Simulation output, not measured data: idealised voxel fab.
The process module presented herein is designated voxel self aligned contacts.
Square cell edge 5 nm, section width 145 nm, ID cut.
Cross-section format: a grid of square cells, given as bands from top to bottom; each band is one or more rows of cells. A band entry consists of two parts. The first gives the height of the band's top and the height of its bottom, in nm. The rest lists the band's materials from left to right, each with its width in nm. A single material labelled with the word "all across" fills the band from edge to edge, and the word "air" marks empty space. Height datum 0, below which the as-received substrate wafer is one material. Lowest band open at the bottom, running downward: "top 0, no bottom". Width "30->40": first value at the band's top row of cells, second value at its bottom row, equal change from row to row. The cross-section has no changed cell in any step marked "remained unchanged". If an empty space has no open way to the top and is at least 8 cells in size, "Encapsulated voids" lists it, written width x height at distance, where distance is measured from the left edge and every value is in nm. Formally, on a step line, whatever follows the settings is a remark that the simulator itself makes on the step. A step's line can hold "overlay nm"; with a mask on that step, the setting says how far right of the planned place the mask lay, while a negative setting says it lay to the left.
PLANNED STEP LIST FOR THE PROCESS
- 1: RECEIVE: material Si
- 2: CONFORMAL_DEP: material SiO2, thk nm 5
- 3: DIRECTIONAL_DEP: material polySi, thk nm 30
- 4: DIRECTIONAL_DEP: material SiN, thk nm 20
- 5: MASKED_ETCH: tone cover, mask id GATE, width nm 25, pitch nm 60, etch materials SiN, depth nm 20, overlay nm 0
- 6: MASKED_ETCH: tone cover, mask id GATE, width nm 25, pitch nm 60, etch materials polySi, depth nm 30, overlay nm 0
- 7: CONFORMAL_DEP: material SiN, thk nm 5
- 8: DIRECTIONAL_ETCH: etch materials SiN, depth nm 5
- 9: FILL_DEP: material SiO2, thk nm 20
- 10: CMP: height nm 65
- 11: DIRECTIONAL_DEP: material aC, thk nm 15
- 12: PATTERN: tone open, mask id CONTACT, material resist, width nm 45, thk nm 30, overlay nm 0
- 13: DIRECTIONAL_ETCH: etch materials aC, depth nm 15
- 14: STRIP: etch materials resist
- 15: DIRECTIONAL_ETCH: etch materials SiO2, depth nm 65
- 16: STRIP: etch materials aC
- 17: CONFORMAL_DEP: material TiN, thk nm 5
- 18: FILL_DEP: material Ru, thk nm 5
- 19: CMP: height nm 65
- 20: CONFORMAL_DEP: material SiN, thk nm 5
SO, THE FIRST OF OUR TWO WAFERS, RUN JUST AS WE PLANNED IT
STEP 1 COMPLETE: CROSS-SECTION OF THE WAFER AS RECEIVED
> top 0, no bottom  Si all across
> Encapsulated voids: none
WAFER SECTION VIEW AFTER PROCESSING STEP 2
> top 5, bottom 0  SiO2 all across
> Under 0: no change, same as before.
WAFER SECTION VIEW AFTER PROCESSING STEP 3
> top 35, bottom 5  polySi all across
> Under 5: no change, same as before.
WAFER SECTION VIEW AFTER PROCESSING STEP 4
> top 55, bottom 35  SiN all across
> Under 35: no change, same as before.
WAFER SECTION VIEW AFTER PROCESSING STEP 5
> top 55, bottom 35  air (30), SiN (25), air (35), SiN (25), air (30)
> Under 35: no change, same as before.
WAFER SECTION VIEW AFTER PROCESSING STEP 6
> top 55, bottom 35  air (30), SiN (25), air (35), SiN (25), air (30)
> top 35, bottom 5  air (30), polySi (25), air (35), polySi (25), air (30)
> Under 5: no change, same as before.
WAFER SECTION VIEW AFTER PROCESSING STEP 7
> top 60, bottom 35  air (25), SiN (35), air (25), SiN (35), air (25)
> top 35, bottom 10  air (25), SiN (5), polySi (25), SiN (5), air (25), SiN (5), polySi (25), SiN (5), air (25)
> top 10, bottom 5  SiN (30), polySi (25), SiN (35), polySi (25), SiN (30)
> Under 5: no change, same as before.
WAFER SECTION VIEW AFTER PROCESSING STEP 8
> top 55, bottom 35  air (25), SiN (35), air (25), SiN (35), air (25)
> top 35, bottom 5  air (25), SiN (5), polySi (25), SiN (5), air (25), SiN (5), polySi (25), SiN (5), air (25)
> Under 5: no change, same as before.
WAFER SECTION VIEW AFTER PROCESSING STEP 9
> top 75, bottom 55  SiO2 all across
> top 55, bottom 35  SiO2 (25), SiN (35), SiO2 (25), SiN (35), SiO2 (25)
> top 35, bottom 5  SiO2 (25), SiN (5), polySi (25), SiN (5), SiO2 (25), SiN (5), polySi (25), SiN (5), SiO2 (25)
> Under 5: no change, same as before.
WAFER SECTION VIEW AFTER PROCESSING STEP 10
> top 65, bottom 55  SiO2 all across
> Under 55: no change, same as before.
WAFER SECTION VIEW AFTER PROCESSING STEP 11
> top 80, bottom 65  aC all across
> Under 65: no change, same as before.
WAFER SECTION VIEW AFTER PROCESSING STEP 12
> top 110, bottom 80  resist (50), air (45), resist (50)
> Under 80: no change, same as before.
WAFER SECTION VIEW AFTER PROCESSING STEP 13
> top 95, bottom 80  resist (50), air (45), resist (50)
> top 80, bottom 65  aC (50), air (45), aC (50)
> Under 65: no change, same as before.
WAFER SECTION VIEW AFTER PROCESSING STEP 14
> top 80, bottom 65  aC (50), air (45), aC (50)
> Under 65: no change, same as before.
WAFER SECTION VIEW AFTER PROCESSING STEP 15
> top 80, bottom 65  aC (50), air (45), aC (50)
> top 65, bottom 55  SiO2 (50), air (45), SiO2 (50)
> top 55, bottom 35  SiO2 (25), SiN (35), air (25), SiN (35), SiO2 (25)
> top 35, bottom 5  SiO2 (25), SiN (5), polySi (25), SiN (5), air (25), SiN (5), polySi (25), SiN (5), SiO2 (25)
> top 5, bottom 0  SiO2 (60), air (25), SiO2 (60)
> Under 0: no change, same as before.
WAFER SECTION VIEW AFTER PROCESSING STEP 16
> top 65, bottom 55  SiO2 (50), air (45), SiO2 (50)
> Under 55: no change, same as before.
WAFER SECTION VIEW AFTER PROCESSING STEP 17
> top 70, bottom 65  TiN (55), air (35), TiN (55)
> top 65, bottom 55  SiO2 (50), TiN (5->15), air (35->15), TiN (5->15), SiO2 (50)
> top 55, bottom 35  SiO2 (25), SiN (35), TiN (5), air (15), TiN (5), SiN (35), SiO2 (25)
> top 35, bottom 5  SiO2 (25), SiN (5), polySi (25), SiN (5), TiN (5), air (15), TiN (5), SiN (5), polySi (25), SiN (5), SiO2 (25)
> top 5, bottom 0  SiO2 (60), TiN (25), SiO2 (60)
> Under 0: no change, same as before.
WAFER SECTION VIEW AFTER PROCESSING STEP 18
> top 75, bottom 70  Ru all across
> top 70, bottom 65  TiN (55), Ru (35), TiN (55)
> top 65, bottom 55  SiO2 (50), TiN (5->15), Ru (35->15), TiN (5->15), SiO2 (50)
> top 55, bottom 35  SiO2 (25), SiN (35), TiN (5), Ru (15), TiN (5), SiN (35), SiO2 (25)
> top 35, bottom 5  SiO2 (25), SiN (5), polySi (25), SiN (5), TiN (5), Ru (15), TiN (5), SiN (5), polySi (25), SiN (5), SiO2 (25)
> Under 5: no change, same as before.
WAFER SECTION VIEW AFTER PROCESSING STEP 19
> top 65, bottom 55  SiO2 (50), TiN (5->15), Ru (35->15), TiN (5->15), SiO2 (50)
> Under 55: no change, same as before.
WAFER SECTION VIEW AFTER PROCESSING STEP 20
> top 70, bottom 65  SiN all across
> Under 65: no change, same as before.
WAFER TWO: LIKE WAFER ONE IN START AND PLAN, BUT WITH ONE MISTAKE IN EXECUTION; IDENTICAL UP TO AND INCLUDING STEP 1
Cross-section: second wafer, time at which step 2 was scheduled to end: remained unchanged
CROSS-SECTION: SECOND WAFER, TIME AT WHICH STEP 3 WAS SCHEDULED TO END
> top 30, bottom 0  polySi all across
> Under 0: no change, same as before.
CROSS-SECTION: SECOND WAFER, TIME AT WHICH STEP 4 WAS SCHEDULED TO END
> top 50, bottom 30  SiN all across
> Under 30: no change, same as before.
CROSS-SECTION: SECOND WAFER, TIME AT WHICH STEP 5 WAS SCHEDULED TO END
> top 50, bottom 30  air (30), SiN (25), air (35), SiN (25), air (30)
> Under 30: no change, same as before.
CROSS-SECTION: SECOND WAFER, TIME AT WHICH STEP 6 WAS SCHEDULED TO END
> top 50, bottom 30  air (30), SiN (25), air (35), SiN (25), air (30)
> top 30, bottom 0  air (30), polySi (25), air (35), polySi (25), air (30)
> Under 0: no change, same as before.
CROSS-SECTION: SECOND WAFER, TIME AT WHICH STEP 7 WAS SCHEDULED TO END
> top 55, bottom 30  air (25), SiN (35), air (25), SiN (35), air (25)
> top 30, bottom 5  air (25), SiN (5), polySi (25), SiN (5), air (25), SiN (5), polySi (25), SiN (5), air (25)
> top 5, bottom 0  SiN (30), polySi (25), SiN (35), polySi (25), SiN (30)
> Under 0: no change, same as before.
CROSS-SECTION: SECOND WAFER, TIME AT WHICH STEP 8 WAS SCHEDULED TO END
> top 50, bottom 30  air (25), SiN (35), air (25), SiN (35), air (25)
> top 30, bottom 0  air (25), SiN (5), polySi (25), SiN (5), air (25), SiN (5), polySi (25), SiN (5), air (25)
> Under 0: no change, same as before.
CROSS-SECTION: SECOND WAFER, TIME AT WHICH STEP 9 WAS SCHEDULED TO END
> top 70, bottom 50  SiO2 all across
> top 50, bottom 30  SiO2 (25), SiN (35), SiO2 (25), SiN (35), SiO2 (25)
> top 30, bottom 0  SiO2 (25), SiN (5), polySi (25), SiN (5), SiO2 (25), SiN (5), polySi (25), SiN (5), SiO2 (25)
> Under 0: no change, same as before.
CROSS-SECTION: SECOND WAFER, TIME AT WHICH STEP 10 WAS SCHEDULED TO END
> top 65, bottom 50  SiO2 all across
> Under 50: no change, same as before.
CROSS-SECTION: SECOND WAFER, TIME AT WHICH STEP 11 WAS SCHEDULED TO END
> top 80, bottom 65  aC all across
> Under 65: no change, same as before.
CROSS-SECTION: SECOND WAFER, TIME AT WHICH STEP 12 WAS SCHEDULED TO END
> top 110, bottom 80  resist (50), air (45), resist (50)
> Under 80: no change, same as before.
CROSS-SECTION: SECOND WAFER, TIME AT WHICH STEP 13 WAS SCHEDULED TO END
> top 95, bottom 80  resist (50), air (45), resist (50)
> top 80, bottom 65  aC (50), air (45), aC (50)
> Under 65: no change, same as before.
CROSS-SECTION: SECOND WAFER, TIME AT WHICH STEP 14 WAS SCHEDULED TO END
> top 80, bottom 65  aC (50), air (45), aC (50)
> Under 65: no change, same as before.
CROSS-SECTION: SECOND WAFER, TIME AT WHICH STEP 15 WAS SCHEDULED TO END
> top 80, bottom 65  aC (50), air (45), aC (50)
> top 65, bottom 50  SiO2 (50), air (45), SiO2 (50)
> top 50, bottom 30  SiO2 (25), SiN (35), air (25), SiN (35), SiO2 (25)
> top 30, bottom 0  SiO2 (25), SiN (5), polySi (25), SiN (5), air (25), SiN (5), polySi (25), SiN (5), SiO2 (25)
> Under 0: no change, same as before.
CROSS-SECTION: SECOND WAFER, TIME AT WHICH STEP 16 WAS SCHEDULED TO END
> top 65, bottom 50  SiO2 (50), air (45), SiO2 (50)
> Under 50: no change, same as before.
CROSS-SECTION: SECOND WAFER, TIME AT WHICH STEP 17 WAS SCHEDULED TO END
> top 70, bottom 65  TiN (55), air (35), TiN (55)
> top 65, bottom 55  SiO2 (50), TiN (5), air (35), TiN (5), SiO2 (50)
> top 55, bottom 50  SiO2 (50), TiN (15), air (15), TiN (15), SiO2 (50)
> top 50, bottom 30  SiO2 (25), SiN (35), TiN (5), air (15), TiN (5), SiN (35), SiO2 (25)
> top 30, bottom 5  SiO2 (25), SiN (5), polySi (25), SiN (5), TiN (5), air (15), TiN (5), SiN (5), polySi (25), SiN (5), SiO2 (25)
> top 5, bottom 0  SiO2 (25), SiN (5), polySi (25), SiN (5), TiN (25), SiN (5), polySi (25), SiN (5), SiO2 (25)
> Under 0: no change, same as before.
CROSS-SECTION: SECOND WAFER, TIME AT WHICH STEP 18 WAS SCHEDULED TO END
> top 75, bottom 70  Ru all across
> top 70, bottom 65  TiN (55), Ru (35), TiN (55)
> top 65, bottom 55  SiO2 (50), TiN (5), Ru (35), TiN (5), SiO2 (50)
> top 55, bottom 50  SiO2 (50), TiN (15), Ru (15), TiN (15), SiO2 (50)
> top 50, bottom 30  SiO2 (25), SiN (35), TiN (5), Ru (15), TiN (5), SiN (35), SiO2 (25)
> top 30, bottom 5  SiO2 (25), SiN (5), polySi (25), SiN (5), TiN (5), Ru (15), TiN (5), SiN (5), polySi (25), SiN (5), SiO2 (25)
> Under 5: no change, same as before.
CROSS-SECTION: SECOND WAFER, TIME AT WHICH STEP 19 WAS SCHEDULED TO END
> top 65, bottom 55  SiO2 (50), TiN (5), Ru (35), TiN (5), SiO2 (50)
> Under 55: no change, same as before.
CROSS-SECTION: SECOND WAFER, TIME AT WHICH STEP 20 WAS SCHEDULED TO END
> top 70, bottom 65  SiN all across
> Under 65: no change, same as before.
The mistake made against the process plan was this: step 2 of the plan was bypassed and not carried out
Bottom line after processing is that, in cells, the second wafer is up or down on some materials versus the first: Ru +4; SiO2 -4
